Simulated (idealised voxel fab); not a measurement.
Process module in this document: voxel gate over fins
Section shown: cut. Width: 230 nm. Cell size: 5 nm, square.
Cross-section format: a grid of square cells, given as bands from top to bottom; each band is one or more rows of cells.
Band: top and bottom heights (nm) first, top before bottom; then materials from left to right, widths in nm. "throughout" marks a sole material filling the band edge to edge. "air" denotes empty space.
The reference from which all heights are counted is 0, the level beneath which the as-received wafer is entirely one material; the lowest band, having no lower bound, proceeds downward and is written after the example "0 nm and below".
You'd read "30->40" like this: the band's top row of cells is as wide as the first number, its bottom row is as wide as the second, and going down, every row changes width by the same amount as the row before did.
"nothing was modified" -> step changed no cross-section cell.
Any empty space of 8 cells or more lacking an open way to the top shows up in "Closed-off voids" as width x height at distance, distance from the left edge, in nm.
Whatever follows a step's settings on its line is a remark the simulator itself makes about that step.
"overlay nm", when on a step's line for a step with a mask, measures how far to the right of its planned place the mask lay; a negative measure means to the left.

# The planned process steps are enumerated hereunder
1) RECEIVE (material Si)
2) CONFORMAL_DEP (material SiN; thk nm 10)
3) MASKED_ETCH (tone cover; mask id FINS; width nm 15; pitch nm 40; etch materials SiN; depth nm 10; overlay nm 0)
4) MASKED_ETCH (tone cover; mask id FINS; width nm 15; pitch nm 40; etch materials Si; depth nm 30; overlay nm 0)
5) OXIDIZE (depth nm 5)
6) FILL_DEP (material SiO2; thk nm 5)
7) CMP (height nm 0)
8) SELECTIVE_ETCH (etch materials SiO2; depth nm 25)
9) STRIP (etch materials SiN)
10) CONFORMAL_DEP (material HfO2; thk nm 5)
11) CONFORMAL_DEP (material TiN; thk nm 5)
12) FILL_DEP (material W; thk nm 10)
13) CMP (height nm 15)
14) CONFORMAL_DEP (material SiCN; thk nm 10)
The wafers in this document start out alike and differ in the height nm applied at step 7; the plan shows the value used for the first wafer.

# First wafer of several, as received: cross-section after step 1
0 nm and below  Si throughout
Closed-off voids: none

# End of module: cross-section of the first of several wafers after step 14, the last step
25 nm to 15 nm  SiCN throughout
15 nm to 10 nm  W throughout
10 nm to 5 nm  W 80; TiN 25; W 15; TiN 25; W 85
5 nm to 0 nm  W 80; TiN 5; HfO2 15; TiN 5; W 15; TiN 5; HfO2 15; TiN 5; W 85
0 nm to -15 nm  W 80; TiN 5; HfO2 5; Si 5; HfO2 5; TiN 5; W 15; TiN 5; HfO2 5; Si 5; HfO2 5; TiN 5; W 85
-15 nm to -20 nm  TiN 85; HfO2 5; Si 5; HfO2 5; TiN 25; HfO2 5; Si 5; HfO2 5; TiN 90
-20 nm to -25 nm  HfO2 90; Si 5; HfO2 35; Si 5; HfO2 95
-25 nm to -35 nm  SiO2 90; Si 5; SiO2 35; Si 5; SiO2 95
-35 nm and below  Si throughout
Closed-off voids: none

# Cross-sectional view of the final wafer of several at the module's end
25 nm to 15 nm  SiCN throughout
15 nm to 10 nm  W throughout
10 nm to 5 nm  W 80; TiN 25; W 15; TiN 25; W 85
5 nm to 0 nm  W 80; TiN 5; HfO2 15; TiN 5; W 15; TiN 5; HfO2 15; TiN 5; W 85
0 nm to -5 nm  TiN 85; HfO2 5; Si 5; HfO2 5; TiN 25; HfO2 5; Si 5; HfO2 5; TiN 90
-5 nm to -10 nm  HfO2 90; Si 5; HfO2 35; Si 5; HfO2 95
-10 nm to -35 nm  SiO2 90; Si 5; SiO2 35; Si 5; SiO2 95
-35 nm and below  Si throughout
Closed-off voids: none

# The rows of the table below are wafers. Looking at the end of the module, a row counts, for every material, the cells the wafer has gained, shown as (+), or lost, shown as (-), since it was received; its closed voids come next
height nm 0, +66 HfO2, -308 Si, +92 SiCN, +88 SiO2, +66 TiN, +226 W, Closed-off voids: none
height nm 5, +62 HfO2, -308 Si, +92 SiCN, +132 SiO2, +62 TiN, +190 W, Closed-off voids: none
height nm 10, +58 HfO2, -308 Si, +92 SiCN, +176 SiO2, +58 TiN, +154 W, Closed-off voids: none
height nm 15, +54 HfO2, -308 Si, +92 SiCN, +220 SiO2, +54 TiN, +118 W, Closed-off voids: none
